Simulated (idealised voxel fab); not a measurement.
Module name: voxel transistor to metal (process module)
Xsec cut, 195 nm wide, square cell size 5 nm.
Cross-section = grid of square cells, listed top down in bands; band = one or more rows.
In this notation a band is specified by the heights of its top and bottom, in that order and in nm, after which its materials appear from left to right, each paired with its width in nm. The word "throughout" attached to a single material means that material fills the band from edge to edge; the word "empty" stands for empty space.
Where do heights start? At 0: under that level the wafer as delivered is made of one material only. And the lowest band has no floor; it just carries on downward, as in "from 0 down".
Width "30..40": first value at the band's top row of cells, second value at its bottom row, equal change from row to row.
Step note "no change" = no cross-section cell changed.
Empty spaces without an open route to the top, at least 8 cells in extent, make up the entry "Enclosed void entries"; each is given as width x height at distance, where the distance is measured from the left edge, and all are in nm.
The remark found on a step's line after its settings is issued by the simulator itself and pertains to that step.
Each step line may optionally specify "overlay nm", which for a step with a mask gives the rightward distance between the mask's planned place and where it lay, a negative value indicating the leftward direction.
Structure of the following material. The material consists of pairs of cross-sections. Each pair comprises the cross-section before one process step and the cross-section after that step, the latter shown only down to the lowest band that changed. The step between the cross-sections is specified beneath each pair, including its settings. Pairs are not necessarily consecutive: they may derive from different runs of this module performed on the same starting wafer. Continuity with the pair above is to be assumed only where the entry headed "Incoming structure" of the pair in question states it.

Incoming structure:
- from 50 to 45: 60 TiN | 15 empty | 40 TiN | 15 empty | 65 TiN
- from 45 to 35: 55 SiO2 | 5 TiN | 15 empty | 5 TiN | 30 SiO2 | 5 TiN | 15 empty | 5 TiN | 60 SiO2
- from 35 to 30: 55 SiO2 | 5 TiN | 5 empty | 15 TiN | 30 SiO2 | 15 TiN | 5 empty | 5 TiN | 60 SiO2
- from 30 to 15: 55 SiO2 | 5 TiN | 5 empty | 5 TiN | 10 SiN | 5 SiO2 | 20 SiCN | 5 SiO2 | 10 SiN | 5 TiN | 5 empty | 5 TiN | 60 SiO2
- from 15 to 5: 55 SiO2 | 5 TiN | 5 empty | 5 TiN | 10 SiN | 5 SiO2 | 20 polySi | 5 SiO2 | 10 SiN | 5 TiN | 5 empty | 5 TiN | 60 SiO2
- from 5 to 0: 40 SiO2 | 10 SiN | 5 SiO2 | 5 TiN | 5 empty | 5 TiN | 10 SiN | 5 SiO2 | 20 polySi | 5 SiO2 | 10 SiN | 5 TiN | 5 empty | 5 TiN | 5 SiO2 | 10 SiN | 45 SiO2
- from 0 to -5: 40 SiO2 | 10 SiN | 5 SiO2 | 15 TiN | 10 SiN | 5 SiO2 | 20 polySi | 5 SiO2 | 10 SiN | 15 TiN | 5 SiO2 | 10 SiN | 45 SiO2
- from -5 to -10: 50 SiO2 | 20 nSi | 50 SiO2 | 20 nSi | 55 SiO2
- from -10 to -45: 45 SiO2 | 100 Si | 50 SiO2
- from -45 down: Si throughout
- Enclosed void entries: none

Cut View, Post-Step:
- from 55 to 50: W throughout
- from 50 to 45: 60 TiN | 15 W | 40 TiN | 15 W | 65 TiN
- from 45 to 35: 55 SiO2 | 5 TiN | 15 W | 5 TiN | 30 SiO2 | 5 TiN | 15 W | 5 TiN | 60 SiO2
- from 35 to 30: 55 SiO2 | 5 TiN | 5 W | 15 TiN | 30 SiO2 | 15 TiN | 5 W | 5 TiN | 60 SiO2
- from 30 to 15: 55 SiO2 | 5 TiN | 5 W | 5 TiN | 10 SiN | 5 SiO2 | 20 SiCN | 5 SiO2 | 10 SiN | 5 TiN | 5 W | 5 TiN | 60 SiO2
- from 15 to 5: 55 SiO2 | 5 TiN | 5 W | 5 TiN | 10 SiN | 5 SiO2 | 20 polySi | 5 SiO2 | 10 SiN | 5 TiN | 5 W | 5 TiN | 60 SiO2
- from 5 to 0: 40 SiO2 | 10 SiN | 5 SiO2 | 5 TiN | 5 W | 5 TiN | 10 SiN | 5 SiO2 | 20 polySi | 5 SiO2 | 10 SiN | 5 TiN | 5 W | 5 TiN | 5 SiO2 | 10 SiN | 45 SiO2
- below 0: unchanged
- Enclosed void entries: none
For reference, the processing step occurring between the two cross-sections presented above is as follows: FILL_DEP,material W,thk nm 5

Incoming structure: = after-state of the pair above.

Cut View, Post-Step:
- from 45 to 35: 55 SiO2 | 5 TiN | 15 W | 5 TiN | 30 SiO2 | 5 TiN | 15 W | 5 TiN | 60 SiO2
- below 35: unchanged
- Enclosed void entries: none
For reference, the processing step occurring between the two cross-sections presented above is as follows: CMP,height nm 45

Incoming structure: = after-state of the pair above.

Cut View, Post-Step:
- from 50 to 45: TiN throughout
- below 45: unchanged
- Enclosed void entries: none
For reference, the processing step occurring between the two cross-sections presented above is as follows: DIRECTIONAL_DEP,material TiN,thk nm 5

Incoming structure: = after-state of the pair above.

Cut View, Post-Step:
- from 65 to 50: Ru throughout
- below 50: unchanged
- Enclosed void entries: none
For reference, the processing step occurring between the two cross-sections presented above is as follows: DIRECTIONAL_DEP,material Ru,thk nm 15

Incoming structure: = after-state of the pair above.

Cut View, Post-Step:
- from 75 to 65: aC throughout
- below 65: unchanged
- Enclosed void entries: none
For reference, the processing step occurring between the two cross-sections presented above is as follows: DIRECTIONAL_DEP,material aC,thk nm 10

Incoming structure: = after-state of the pair above.

Cut View, Post-Step:
- from 105 to 75: 55 empty | 15 resist | 50 empty | 15 resist | 60 empty
- below 75: unchanged
- Enclosed void entries: none
For reference, the processing step occurring between the two cross-sections presented above is as follows: PATTERN,tone cover,mask id METAL_1,material resist,width nm 15,pitch nm 65,thk nm 30,overlay nm 0

Incoming structure: = after-state of the pair above.

Cut View, Post-Step:
- from 95 to 75: 55 empty | 15 resist | 50 empty | 15 resist | 60 empty
- from 75 to 65: 55 empty | 15 aC | 50 empty | 15 aC | 60 empty
- below 65: unchanged
- Enclosed void entries: none
For reference, the processing step occurring between the two cross-sections presented above is as follows: DIRECTIONAL_ETCH,etch materials aC,depth nm 10

Incoming structure: = after-state of the pair above.

Cut View, Post-Step:
- from 75 to 65: 55 empty | 15 aC | 50 empty | 15 aC | 60 empty
- below 65: unchanged
- Enclosed void entries: none
For reference, the processing step occurring between the two cross-sections presented above is as follows: STRIP,etch materials resist

Incoming structure: = after-state of the pair above.

Cut View, Post-Step:
- from 75 to 65: 55 empty | 15 aC | 50 empty | 15 aC | 60 empty
- from 65 to 50: 55 empty | 15 Ru | 50 empty | 15 Ru | 60 empty
- below 50: unchanged
- Enclosed void entries: none
For reference, the processing step occurring between the two cross-sections presented above is as follows: DIRECTIONAL_ETCH,etch materials Ru,depth nm 15

Incoming structure: = after-state of the pair above.

Cut View, Post-Step:
- from 75 to 65: 55 empty | 15 aC | 50 empty | 15 aC | 60 empty
- from 65 to 50: 55 empty | 15 Ru | 50 empty | 15 Ru | 60 empty
- from 50 to 45: 55 empty | 15 TiN | 50 empty | 15 TiN | 60 empty
- below 45: unchanged
- Enclosed void entries: none
For reference, the processing step occurring between the two cross-sections presented above is as follows: DIRECTIONAL_ETCH,etch materials TiN,depth nm 5

Incoming structure: = after-state of the pair above.

Cut View, Post-Step:
- from 65 to 50: 55 empty | 15 Ru | 50 empty | 15 Ru | 60 empty
- below 50: unchanged
- Enclosed void entries: none
For reference, the processing step occurring between the two cross-sections presented above is as follows: STRIP,etch materials aC

Incoming structure: = after-state of the pair above.

Cut View, Post-Step:
- from 70 to 65: 50 empty | 25 SiCN | 40 empty | 25 SiCN | 55 empty
- from 65 to 50: 50 empty | 5 SiCN | 15 Ru | 5 SiCN | 40 empty | 5 SiCN | 15 Ru | 5 SiCN | 55 empty
- from 50 to 45: 55 SiCN | 15 TiN | 50 SiCN | 15 TiN | 60 SiCN
- below 45: unchanged
- Enclosed void entries: none
For reference, the processing step occurring between the two cross-sections presented above is as follows: CONFORMAL_DEP,material SiCN,thk nm 5

Incoming structure: = after-state of the pair above.

Cut View, Post-Step:
- from 75 to 70: lowk throughout
- from 70 to 65: 50 lowk | 25 SiCN | 40 lowk | 25 SiCN | 55 lowk
- from 65 to 50: 50 lowk | 5 SiCN | 15 Ru | 5 SiCN | 40 lowk | 5 SiCN | 15 Ru | 5 SiCN | 55 lowk
- below 50: unchanged
- Enclosed void entries: none
For reference, the processing step occurring between the two cross-sections presented above is as follows: FILL_DEP,material lowk,thk nm 5

Incoming structure: = after-state of the pair above.

Cut View, Post-Step:
- from 65 to 50: 50 lowk | 5 SiCN | 15 Ru | 5 SiCN | 40 lowk | 5 SiCN | 15 Ru | 5 SiCN | 55 lowk
- below 50: unchanged
- Enclosed void entries: none
For reference, the processing step occurring between the two cross-sections presented above is as follows: CMP,height nm 65

Incoming structure: = after-state of the pair above.

Cut View, Post-Step:
- from 70 to 65: SiN throughout
- below 65: unchanged
- Enclosed void entries: none
For reference, the processing step occurring between the two cross-sections presented above is as follows: CONFORMAL_DEP,material SiN,thk nm 5

Incoming structure:
- from 75 to 65: aC throughout
- from 65 to 50: Ru throughout
- from 50 to 45: TiN throughout
- from 45 to 35: 55 SiO2 | 5 TiN | 15 W | 5 TiN | 30 SiO2 | 5 TiN | 15 W | 5 TiN | 60 SiO2
- from 35 to 30: 55 SiO2 | 5 TiN | 5 W | 15 TiN | 30 SiO2 | 15 TiN | 5 W | 5 TiN | 60 SiO2
- from 30 to 15: 55 SiO2 | 5 TiN | 5 W | 5 TiN | 10 SiN | 5 SiO2 | 20 SiCN | 5 SiO2 | 10 SiN | 5 TiN | 5 W | 5 TiN | 60 SiO2
- from 15 to 5: 55 SiO2 | 5 TiN | 5 W | 5 TiN | 10 SiN | 5 SiO2 | 20 polySi | 5 SiO2 | 10 SiN | 5 TiN | 5 W | 5 TiN | 60 SiO2
- from 5 to 0: 45 SiO2 | 10 SiN | 5 TiN | 5 W | 5 TiN | 10 SiN | 5 SiO2 | 20 polySi | 5 SiO2 | 10 SiN | 5 TiN | 5 W | 5 TiN | 10 SiN | 50 SiO2
- from 0 to -5: 45 SiO2 | 10 SiN | 15 TiN | 10 SiN | 5 SiO2 | 20 polySi | 5 SiO2 | 10 SiN | 15 TiN | 10 SiN | 50 SiO2
- from -5 to -10: 55 SiO2 | 15 nSi | 50 SiO2 | 15 nSi | 60 SiO2
- from -10 to -45: 50 SiO2 | 90 Si | 55 SiO2
- from -45 down: Si throughout
- Enclosed void entries: none

Cut View, Post-Step:
- from 105 to 75: 60 empty | 15 resist | 50 empty | 15 resist | 55 empty
- below 75: unchanged
- Enclosed void entries: none
For reference, the processing step occurring between the two cross-sections presented above is as follows: PATTERN,tone cover,mask id METAL_1,material resist,width nm 15,pitch nm 65,thk nm 30,overlay nm 5

Incoming structure: = after-state of the pair above.

Cut View, Post-Step:
- from 95 to 75: 60 empty | 15 resist | 50 empty | 15 resist | 55 empty
- from 75 to 65: 60 empty | 15 aC | 50 empty | 15 aC | 55 empty
- below 65: unchanged
- Enclosed void entries: none
For reference, the processing step occurring between the two cross-sections presented above is as follows: DIRECTIONAL_ETCH,etch materials aC,depth nm 10

Incoming structure: = after-state of the pair above.

Cut View, Post-Step:
- from 75 to 65: 60 empty | 15 aC | 50 empty | 15 aC | 55 empty
- below 65: unchanged
- Enclosed void entries: none
For reference, the processing step occurring between the two cross-sections presented above is as follows: STRIP,etch materials resist

Incoming structure: = after-state of the pair above.

Cut View, Post-Step:
- from 75 to 65: 60 empty | 15 aC | 50 empty | 15 aC | 55 empty
- from 65 to 50: 60 empty | 15 Ru | 50 empty | 15 Ru | 55 empty
- below 50: unchanged
- Enclosed void entries: none
For reference, the processing step occurring between the two cross-sections presented above is as follows: DIRECTIONAL_ETCH,etch materials Ru,depth nm 15

Incoming structure: = after-state of the pair above.

Cut View, Post-Step:
- from 75 to 65: 60 empty | 15 aC | 50 empty | 15 aC | 55 empty
- from 65 to 50: 60 empty | 15 Ru | 50 empty | 15 Ru | 55 empty
- from 50 to 45: 60 empty | 15 TiN | 50 empty | 15 TiN | 55 empty
- below 45: unchanged
- Enclosed void entries: none
For reference, the processing step occurring between the two cross-sections presented above is as follows: DIRECTIONAL_ETCH,etch materials TiN,depth nm 5

Incoming structure: = after-state of the pair above.

Cut View, Post-Step:
- from 65 to 50: 60 empty | 15 Ru | 50 empty | 15 Ru | 55 empty
- below 50: unchanged
- Enclosed void entries: none
For reference, the processing step occurring between the two cross-sections presented above is as follows: STRIP,etch materials aC

Incoming structure: = after-state of the pair above.

Cut View, Post-Step:
- from 70 to 65: 55 empty | 25 SiCN | 40 empty | 25 SiCN | 50 empty
- from 65 to 50: 55 empty | 5 SiCN | 15 Ru | 5 SiCN | 40 empty | 5 SiCN | 15 Ru | 5 SiCN | 50 empty
- from 50 to 45: 60 SiCN | 15 TiN | 50 SiCN | 15 TiN | 55 SiCN
- below 45: unchanged
- Enclosed void entries: none
For reference, the processing step occurring between the two cross-sections presented above is as follows: CONFORMAL_DEP,material SiCN,thk nm 5

Incoming structure: = after-state of the pair above.

Cut View, Post-Step:
- from 75 to 70: lowk throughout
- from 70 to 65: 55 lowk | 25 SiCN | 40 lowk | 25 SiCN | 50 lowk
- from 65 to 50: 55 lowk | 5 SiCN | 15 Ru | 5 SiCN | 40 lowk | 5 SiCN | 15 Ru | 5 SiCN | 50 lowk
- below 50: unchanged
- Enclosed void entries: none
For reference, the processing step occurring between the two cross-sections presented above is as follows: FILL_DEP,material lowk,thk nm 5

Incoming structure: = after-state of the pair above.

Cut View, Post-Step:
- from 65 to 50: 55 lowk | 5 SiCN | 15 Ru | 5 SiCN | 40 lowk | 5 SiCN | 15 Ru | 5 SiCN | 50 lowk
- below 50: unchanged
- Enclosed void entries: none
For reference, the processing step occurring between the two cross-sections presented above is as follows: CMP,height nm 65

Incoming structure: = after-state of the pair above.

Cut View, Post-Step:
- from 70 to 65: SiN throughout
- below 65: unchanged
- Enclosed void entries: none
For reference, the processing step occurring between the two cross-sections presented above is as follows: CONFORMAL_DEP,material SiN,thk nm 5

Incoming structure:
- from 65 to 50: 55 empty | 15 Ru | 50 empty | 15 Ru | 60 empty
- from 50 to 45: 55 empty | 15 TiN | 50 empty | 15 TiN | 60 empty
- from 45 to 35: 55 SiO2 | 5 TiN | 15 W | 5 TiN | 30 SiO2 | 5 TiN | 15 W | 5 TiN | 60 SiO2
- from 35 to 30: 55 SiO2 | 5 TiN | 5 W | 15 TiN | 30 SiO2 | 15 TiN | 5 W | 5 TiN | 60 SiO2
- from 30 to 15: 55 SiO2 | 5 TiN | 5 W | 5 TiN | 10 SiN | 5 SiO2 | 20 SiCN | 5 SiO2 | 10 SiN | 5 TiN | 5 W | 5 TiN | 60 SiO2
- from 15 to 5: 55 SiO2 | 5 TiN | 5 W | 5 TiN | 10 SiN | 5 SiO2 | 20 polySi | 5 SiO2 | 10 SiN | 5 TiN | 5 W | 5 TiN | 60 SiO2
- from 5 to 0: 45 SiO2 | 10 SiN | 5 TiN | 5 W | 5 TiN | 10 SiN | 5 SiO2 | 20 polySi | 5 SiO2 | 10 SiN | 5 TiN | 5 W | 5 TiN | 10 SiN | 50 SiO2
- from 0 to -5: 45 SiO2 | 10 SiN | 15 TiN | 10 SiN | 5 SiO2 | 20 polySi | 5 SiO2 | 10 SiN | 15 TiN | 10 SiN | 50 SiO2
- from -5 to -10: 55 SiO2 | 15 nSi | 50 SiO2 | 15 nSi | 60 SiO2
- from -10 to -45: 50 SiO2 | 90 Si | 55 SiO2
- from -45 down: Si throughout
- Enclosed void entries: none

Cut View, Post-Step:
- from 70 to 65: 50 empty | 25 SiN | 40 empty | 25 SiN | 55 empty
- from 65 to 50: 50 empty | 5 SiN | 15 Ru | 5 SiN | 40 empty | 5 SiN | 15 Ru | 5 SiN | 55 empty
- from 50 to 45: 55 SiN | 15 TiN | 50 SiN | 15 TiN | 60 SiN
- below 45: unchanged
- Enclosed void entries: none
For reference, the processing step occurring between the two cross-sections presented above is as follows: CONFORMAL_DEP,material SiN,thk nm 5

Incoming structure: = after-state of the pair above.

Cut View, Post-Step:
- from 75 to 70: lowk throughout
- from 70 to 65: 50 lowk | 25 SiN | 40 lowk | 25 SiN | 55 lowk
- from 65 to 50: 50 lowk | 5 SiN | 15 Ru | 5 SiN | 40 lowk | 5 SiN | 15 Ru | 5 SiN | 55 lowk
- below 50: unchanged
- Enclosed void entries: none
For reference, the processing step occurring between the two cross-sections presented above is as follows: FILL_DEP,material lowk,thk nm 5

Incoming structure: = after-state of the pair above.

Cut View, Post-Step:
- from 65 to 50: 50 lowk | 5 SiN | 15 Ru | 5 SiN | 40 lowk | 5 SiN | 15 Ru | 5 SiN | 55 lowk
- below 50: unchanged
- Enclosed void entries: none
For reference, the processing step occurring between the two cross-sections presented above is as follows: CMP,height nm 65

Incoming structure: = after-state of the pair above.

Cut View, Post-Step:
- from 70 to 65: SiN throughout
- below 65: unchanged
- Enclosed void entries: none
For reference, the processing step occurring between the two cross-sections presented above is as follows: CONFORMAL_DEP,material SiN,thk nm 5

Incoming structure:
- from 15 to 0: SiN throughout
- from 0 to -5: SiO2 throughout
- from -5 down: Si throughout
- Enclosed void entries: none

Cut View, Post-Step:
- from 15 to 0: 45 SiN | 100 empty | 50 SiN
- below 0: unchanged
- Enclosed void entries: none
For reference, the processing step occurring between the two cross-sections presented above is as follows: MASKED_ETCH,tone open,mask id ACTIVE,width nm 100,etch materials SiN,depth nm 15,overlay nm 0

Incoming structure: = after-state of the pair above.

Cut View, Post-Step:
- from 25 to 15: SiO2 throughout
- from 15 to 0: 45 SiN | 100 SiO2 | 50 SiN
- below 0: unchanged
- Enclosed void entries: none
For reference, the processing step occurring between the two cross-sections presented above is as follows: FILL_DEP,material SiO2,thk nm 10

Incoming structure: = after-state of the pair above.

Cut View, Post-Step:
- from 15 to 0: 45 SiN | 100 SiO2 | 50 SiN
- below 0: unchanged
- Enclosed void entries: none
For reference, the processing step occurring between the two cross-sections presented above is as follows: CMP,height nm 15

Incoming structure: = after-state of the pair above.

Cut View, Post-Step:
- from 15 to 10: 45 SiN | 100 empty | 50 SiN
- below 10: unchanged
- Enclosed void entries: none
For reference, the processing step occurring between the two cross-sections presented above is as follows: SELECTIVE_ETCH,etch materials SiO2,depth nm 5

Incoming structure: = after-state of the pair above.

Cut View, Post-Step:
- from 10 to 0: 45 empty | 100 SiO2 | 50 empty
- below 0: unchanged
- Enclosed void entries: none
For reference, the processing step occurring between the two cross-sections presented above is as follows: STRIP,etch materials SiN

Incoming structure: = after-state of the pair above.

Cut View, Post-Step:
- from 5 to -5: 50 empty | 90 SiO2 | 55 empty
- below -5: unchanged
- Enclosed void entries: none
For reference, the processing step occurring between the two cross-sections presented above is as follows: SELECTIVE_ETCH,etch materials SiO2,depth nm 5

Incoming structure: = after-state of the pair above.

Cut View, Post-Step:
- from 5 to -5: 50 empty | 90 SiO2 | 55 empty
- from -5 to -10: 55 SiO2 | 80 Si | 60 SiO2
- below -10: unchanged
- Enclosed void entries: none
For reference, the processing step occurring between the two cross-sections presented above is as follows: OXIDIZE,depth nm 5

Incoming structure: = after-state of the pair above.

Cut View, Post-Step:
- from 25 to 15: 50 empty | 90 polySi | 55 empty
- from 15 to 5: polySi throughout
- from 5 to -5: 50 polySi | 90 SiO2 | 55 polySi
- below -5: unchanged
- Enclosed void entries: none
For reference, the processing step occurring between the two cross-sections presented above is as follows: DIRECTIONAL_DEP,material polySi,thk nm 20

Incoming structure: = after-state of the pair above.

Cut View, Post-Step:
- from 40 to 30: 50 empty | 90 SiCN | 55 empty
- from 30 to 25: SiCN throughout
- from 25 to 15: 50 SiCN | 90 polySi | 55 SiCN
- below 15: unchanged
- Enclosed void entries: none
For reference, the processing step occurring between the two cross-sections presented above is as follows: DIRECTIONAL_DEP,material SiCN,thk nm 15

Incoming structure: = after-state of the pair above.

Cut View, Post-Step:
- from 60 to 40: 85 empty | 20 resist | 90 empty
- below 40: unchanged
- Enclosed void entries: none
For reference, the processing step occurring between the two cross-sections presented above is as follows: PATTERN,tone cover,mask id GATE,material resist,width nm 20,thk nm 20,overlay nm 0

Incoming structure: = after-state of the pair above.

Cut View, Post-Step:
- from 60 to 40: 85 empty | 20 resist | 90 empty
- from 40 to 25: 85 empty | 20 SiCN | 90 empty
- from 25 to 15: 50 empty | 90 polySi | 55 empty
- below 15: unchanged
- Enclosed void entries: none
For reference, the processing step occurring between the two cross-sections presented above is as follows: DIRECTIONAL_ETCH,etch materials SiCN,depth nm 25

Incoming structure: = after-state of the pair above.

Cut View, Post-Step:
- from 60 to 40: 85 empty | 20 resist | 90 empty
- from 40 to 25: 85 empty | 20 SiCN | 90 empty
- from 25 to 5: 85 empty | 20 polySi | 90 empty
- from 5 to -5: 50 empty | 90 SiO2 | 55 empty
- below -5: unchanged
- Enclosed void entries: none
For reference, the processing step occurring between the two cross-sections presented above is as follows: DIRECTIONAL_ETCH,etch materials polySi,depth nm 30

Incoming structure: = after-state of the pair above.

Cut View, Post-Step:
- from 40 to 25: 85 empty | 20 SiCN | 90 empty
- below 25: unchanged
- Enclosed void entries: none
For reference, the processing step occurring between the two cross-sections presented above is as follows: STRIP,etch materials resist

Incoming structure: = after-state of the pair above.

Cut View, Post-Step:
- from 45 to 40: 80 empty | 30 SiO2 | 85 empty
- from 40 to 25: 80 empty | 5 SiO2 | 20 SiCN | 5 SiO2 | 85 empty
- from 25 to 10: 80 empty | 5 SiO2 | 20 polySi | 5 SiO2 | 85 empty
- from 10 to 5: 45 empty | 40 SiO2 | 20 polySi | 40 SiO2 | 50 empty
- from 5 to 0: 45 empty | 100 SiO2 | 50 empty
- from 0 to -5: SiO2 throughout
- below -5: unchanged
- Enclosed void entries: none
For reference, the processing step occurring between the two cross-sections presented above is as follows: CONFORMAL_DEP,material SiO2,thk nm 5

Incoming structure: = after-state of the pair above.

Cut View, Post-Step:
- from 40 to 25: 80 empty | 5 SiO2 | 20 SiCN | 5 SiO2 | 85 empty
- from 25 to 5: 80 empty | 5 SiO2 | 20 polySi | 5 SiO2 | 85 empty
- from 5 to -5: 45 empty | 100 SiO2 | 50 empty
- below -5: unchanged
- Enclosed void entries: none
For reference, the processing step occurring between the two cross-sections presented above is as follows: DIRECTIONAL_ETCH,etch materials SiO2,depth nm 5

Incoming structure: = after-state of the pair above.

Cut View, Post-Step:
- from 50 to 40: 70 empty | 50 SiN | 75 empty
- from 40 to 25: 70 empty | 10 SiN | 5 SiO2 | 20 SiCN | 5 SiO2 | 10 SiN | 75 empty
- from 25 to 15: 70 empty | 10 SiN | 5 SiO2 | 20 polySi | 5 SiO2 | 10 SiN | 75 empty
- from 15 to 5: 35 empty | 45 SiN | 5 SiO2 | 20 polySi | 5 SiO2 | 45 SiN | 40 empty
- from 5 to -5: 45 SiN | 100 SiO2 | 50 SiN
- below -5: unchanged
- Enclosed void entries: none
For reference, the processing step occurring between the two cross-sections presented above is as follows: CONFORMAL_DEP,material SiN,thk nm 10

Incoming structure: = after-state of the pair above.

Cut View, Post-Step:
- from 40 to 25: 70 empty | 10 SiN | 5 SiO2 | 20 SiCN | 5 SiO2 | 10 SiN | 75 empty
- from 25 to 5: 70 empty | 10 SiN | 5 SiO2 | 20 polySi | 5 SiO2 | 10 SiN | 75 empty
- from 5 to -5: 35 empty | 10 SiN | 100 SiO2 | 10 SiN | 40 empty
- below -5: unchanged
- Enclosed void entries: none
For reference, the processing step occurring between the two cross-sections presented above is as follows: DIRECTIONAL_ETCH,etch materials SiN,depth nm 10

Incoming structure: = after-state of the pair above.

Cut View, Post-Step:
- from 40 to 35: 70 empty | 10 SiN | 5 empty | 20 SiCN | 5 empty | 10 SiN | 75 empty
- from 35 to 25: 70 empty | 10 SiN | 5 SiO2 | 20 SiCN | 5 SiO2 | 10 SiN | 75 empty
- from 25 to 5: 70 empty | 10 SiN | 5 SiO2 | 20 polySi | 5 SiO2 | 10 SiN | 75 empty
- from 5 to 0: 35 empty | 10 SiN | 25 empty | 50 SiO2 | 25 empty | 10 SiN | 40 empty
- from 0 to -5: 35 empty | 10 SiN | 100 SiO2 | 10 SiN | 40 empty
- from -5 to -10: 35 empty | 20 SiO2 | 80 Si | 20 SiO2 | 40 empty
- below -10: unchanged
- Enclosed void entries: none
For reference, the processing step occurring between the two cross-sections presented above is as follows: DIRECTIONAL_ETCH,etch materials SiO2,depth nm 5

Incoming structure: = after-state of the pair above.

Cut View, Post-Step:
- from 40 to 35: 70 empty | 10 SiN | 5 empty | 20 SiCN | 5 empty | 10 SiN | 75 empty
- from 35 to 25: 70 empty | 10 SiN | 5 SiO2 | 20 SiCN | 5 SiO2 | 10 SiN | 75 empty
- from 25 to 5: 70 empty | 10 SiN | 5 SiO2 | 20 polySi | 5 SiO2 | 10 SiN | 75 empty
- from 5 to 0: 35 empty | 10 SiN | 25 empty | 50 SiO2 | 25 empty | 10 SiN | 40 empty
- from 0 to -5: 35 empty | 10 SiN | 100 SiO2 | 10 SiN | 40 empty
- from -5 to -10: 35 nSi | 20 SiO2 | 80 Si | 20 SiO2 | 40 nSi
- below -10: unchanged
- Enclosed void entries: none
For reference, the processing step occurring between the two cross-sections presented above is as follows: EPI,material nSi,thk nm 5

Incoming structure: = after-state of the pair above.

Cut View, Post-Step:
- from 45 to 40: SiO2 throughout
- from 40 to 25: 70 SiO2 | 10 SiN | 5 SiO2 | 20 SiCN | 5 SiO2 | 10 SiN | 75 SiO2
- from 25 to 5: 70 SiO2 | 10 SiN | 5 SiO2 | 20 polySi | 5 SiO2 | 10 SiN | 75 SiO2
- from 5 to -5: 35 SiO2 | 10 SiN | 100 SiO2 | 10 SiN | 40 SiO2
- below -5: unchanged
- Enclosed void entries: none
For reference, the processing step occurring between the two cross-sections presented above is as follows: FILL_DEP,material SiO2,thk nm 5

Incoming structure: = after-state of the pair above.

Cut View, Post-Step:
- from 30 to 25: 70 SiO2 | 10 SiN | 5 SiO2 | 20 SiCN | 5 SiO2 | 10 SiN | 75 SiO2
- below 25: unchanged
- Enclosed void entries: none
For reference, the processing step occurring between the two cross-sections presented above is as follows: CMP,height nm 30

Incoming structure: = after-state of the pair above.

Cut View, Post-Step:
- from 45 to 30: SiO2 throughout
- below 30: unchanged
- Enclosed void entries: none
For reference, the processing step occurring between the two cross-sections presented above is as follows: DIRECTIONAL_DEP,material SiO2,thk nm 15

Incoming structure: = after-state of the pair above.

Cut View, Post-Step:
- from 45 to 30: 55 SiO2 | 25 empty | 30 SiO2 | 25 empty | 60 SiO2
- from 30 to 25: 55 SiO2 | 15 empty | 10 SiN | 5 SiO2 | 20 SiCN | 5 SiO2 | 10 SiN | 15 empty | 60 SiO2
- from 25 to 5: 55 SiO2 | 15 empty | 10 SiN | 5 SiO2 | 20 polySi | 5 SiO2 | 10 SiN | 15 empty | 60 SiO2
- from 5 to -5: 35 SiO2 | 10 SiN | 10 SiO2 | 15 empty | 50 SiO2 | 15 empty | 10 SiO2 | 10 SiN | 40 SiO2
- below -5: unchanged
- Enclosed void entries: none
For reference, the processing step occurring between the two cross-sections presented above is as follows: MASKED_ETCH,tone open,mask id CONTACT,width nm 25,pitch nm 55,etch materials SiO2,depth nm 50,overlay nm 0

Incoming structure: = after-state of the pair above.

Cut View, Post-Step:
- from 50 to 45: 60 TiN | 15 empty | 40 TiN | 15 empty | 65 TiN
- from 45 to 35: 55 SiO2 | 5 TiN | 15 empty | 5 TiN | 30 SiO2 | 5 TiN | 15 empty | 5 TiN | 60 SiO2
- from 35 to 30: 55 SiO2 | 5 TiN | 5 empty | 15 TiN | 30 SiO2 | 15 TiN | 5 empty | 5 TiN | 60 SiO2
- from 30 to 25: 55 SiO2 | 5 TiN | 5 empty | 5 TiN | 10 SiN | 5 SiO2 | 20 SiCN | 5 SiO2 | 10 SiN | 5 TiN | 5 empty | 5 TiN | 60 SiO2
- from 25 to 5: 55 SiO2 | 5 TiN | 5 empty | 5 TiN | 10 SiN | 5 SiO2 | 20 polySi | 5 SiO2 | 10 SiN | 5 TiN | 5 empty | 5 TiN | 60 SiO2
- from 5 to 0: 35 SiO2 | 10 SiN | 10 SiO2 | 5 TiN | 5 empty | 5 TiN | 50 SiO2 | 5 TiN | 5 empty | 5 TiN | 10 SiO2 | 10 SiN | 40 SiO2
- from 0 to -5: 35 SiO2 | 10 SiN | 10 SiO2 | 15 TiN | 50 SiO2 | 15 TiN | 10 SiO2 | 10 SiN | 40 SiO2
- below -5: unchanged
- Enclosed void entries: none
For reference, the processing step occurring between the two cross-sections presented above is as follows: CONFORMAL_DEP,material TiN,thk nm 5

Incoming structure: = after-state of the pair above.

Cut View, Post-Step:
- from 55 to 50: W throughout
- from 50 to 45: 60 TiN | 15 W | 40 TiN | 15 W | 65 TiN
- from 45 to 35: 55 SiO2 | 5 TiN | 15 W | 5 TiN | 30 SiO2 | 5 TiN | 15 W | 5 TiN | 60 SiO2
- from 35 to 30: 55 SiO2 | 5 TiN | 5 W | 15 TiN | 30 SiO2 | 15 TiN | 5 W | 5 TiN | 60 SiO2
- from 30 to 25: 55 SiO2 | 5 TiN | 5 W | 5 TiN | 10 SiN | 5 SiO2 | 20 SiCN | 5 SiO2 | 10 SiN | 5 TiN | 5 W | 5 TiN | 60 SiO2
- from 25 to 5: 55 SiO2 | 5 TiN | 5 W | 5 TiN | 10 SiN | 5 SiO2 | 20 polySi | 5 SiO2 | 10 SiN | 5 TiN | 5 W | 5 TiN | 60 SiO2
- from 5 to 0: 35 SiO2 | 10 SiN | 10 SiO2 | 5 TiN | 5 W | 5 TiN | 50 SiO2 | 5 TiN | 5 W | 5 TiN | 10 SiO2 | 10 SiN | 40 SiO2
- below 0: unchanged
- Enclosed void entries: none
For reference, the processing step occurring between the two cross-sections presented above is as follows: FILL_DEP,material W,thk nm 5

Incoming structure: = after-state of the pair above.

Cut View, Post-Step:
- from 45 to 35: 55 SiO2 | 5 TiN | 15 W | 5 TiN | 30 SiO2 | 5 TiN | 15 W | 5 TiN | 60 SiO2
- below 35: unchanged
- Enclosed void entries: none
For reference, the processing step occurring between the two cross-sections presented above is as follows: CMP,height nm 45

Incoming structure: = after-state of the pair above.

Cut View, Post-Step:
- from 50 to 45: TiN throughout
- below 45: unchanged
- Enclosed void entries: none
For reference, the processing step occurring between the two cross-sections presented above is as follows: DIRECTIONAL_DEP,material TiN,thk nm 5

Incoming structure: = after-state of the pair above.

Cut View, Post-Step:
- from 65 to 50: Ru throughout
- below 50: unchanged
- Enclosed void entries: none
For reference, the processing step occurring between the two cross-sections presented above is as follows: DIRECTIONAL_DEP,material Ru,thk nm 15
